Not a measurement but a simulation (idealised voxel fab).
You're looking at the process module voxel tone inversion.
Square cells of 5 nm make up the cross-section cut, whose width is 270 nm.
How to read a cross-section here: the picture is a grid of square cells, written as bands going from the top down, and any band can span one or more rows of cells. Band: top height; bottom height; in nm. Then, left to right: material with width in nm, for each material. "throughout": a single material spanning edge to edge. "blank": empty space. Convention: height 0 is the level below which the wafer, as received, is all one material. The lowest band does not terminate at the bottom but continues downward, represented as "z 0 and below". Think of "30->40" as a width that walks from the first number to the second as you go down the band, top row to bottom row, taking equal-sized steps from row to row. Step note "no modifications" = no cross-section cell changed. Any empty space of 8 cells or more lacking an open way to the top shows up in "Enclosed void entries" as width x height at distance, distance from the left edge, in nm. What comes after the settings on a step's line is commentary from the simulator itself on that step. Each step line may optionally specify "overlay nm", which for a step with a mask gives the rightward distance between the mask's planned place and where it lay, a negative value indicating the leftward direction.
-- The following list gives the planned process steps
| 1 | RECEIVE: material Si |
| 2 | CONFORMAL_DEP: material SiCN, thk nm 5 |
| 3 | DIRECTIONAL_DEP: material aC, thk nm 20 |
| 4 | PATTERN: tone cover, mask id POSTS, material resist, width nm 20, pitch nm 50, thk nm 30, overlay nm 0 |
| 5 | DIRECTIONAL_ETCH: etch materials aC, depth nm 20 |
| 6 | STRIP: etch materials resist |
| 7 | FILL_DEP: material lowk, thk nm 5 |
| 8 | CMP: height nm 25 |
| 9 | STRIP: etch materials aC |
| 10 | CONFORMAL_DEP: material TiN, thk nm 5 |
| 11 | FILL_DEP: material Ru, thk nm 5 |
| 12 | CMP: height nm 25 |
| 13 | CONFORMAL_DEP: material SiN, thk nm 5 |
-- Cross-section of the wafer upon arrival, representing the state reached after step 1
	z 0 and below = Si throughout
	Enclosed void entries: none
-- Cross-section: first of two wafers, module finished, run according to plan
	z 30 to 25 = SiN throughout
	z 25 to 10 = 100 of lowk / 5 of TiN / 10 of Ru / 5 of TiN / 30 of lowk / 5 of TiN / 10 of Ru / 5 of TiN / 100 of lowk
	z 10 to 5 = 100 of lowk / 20 of TiN / 30 of lowk / 20 of TiN / 100 of lowk
	z 5 to 0 = SiCN throughout
	z 0 and below = Si throughout
	Enclosed void entries: none
-- Second wafer of the two, sectioned at the end of the module. It began like the first and followed the same plan, but one mistake was made while running it
	z 30 to 25 = SiN throughout
	z 25 to 10 = 95 of Ru / 5 of TiN / 20 of lowk / 5 of TiN / 20 of Ru / 5 of TiN / 20 of lowk / 5 of TiN / 95 of Ru
	z 10 to 5 = 100 of TiN / 20 of lowk / 30 of TiN / 20 of lowk / 100 of TiN
	z 5 to 0 = SiCN throughout
	z 0 and below = Si throughout
	Enclosed void entries: none
Diagnosis: step 4 did not happen as planned, as run it was PATTERN: tone open, mask id POSTS, material resist, width nm 20, pitch nm 50, thk nm 30, overlay nm 0
Final wafer comparison in cells, second versus first, more or fewer per material: Ru +114, TiN +38, lowk -152
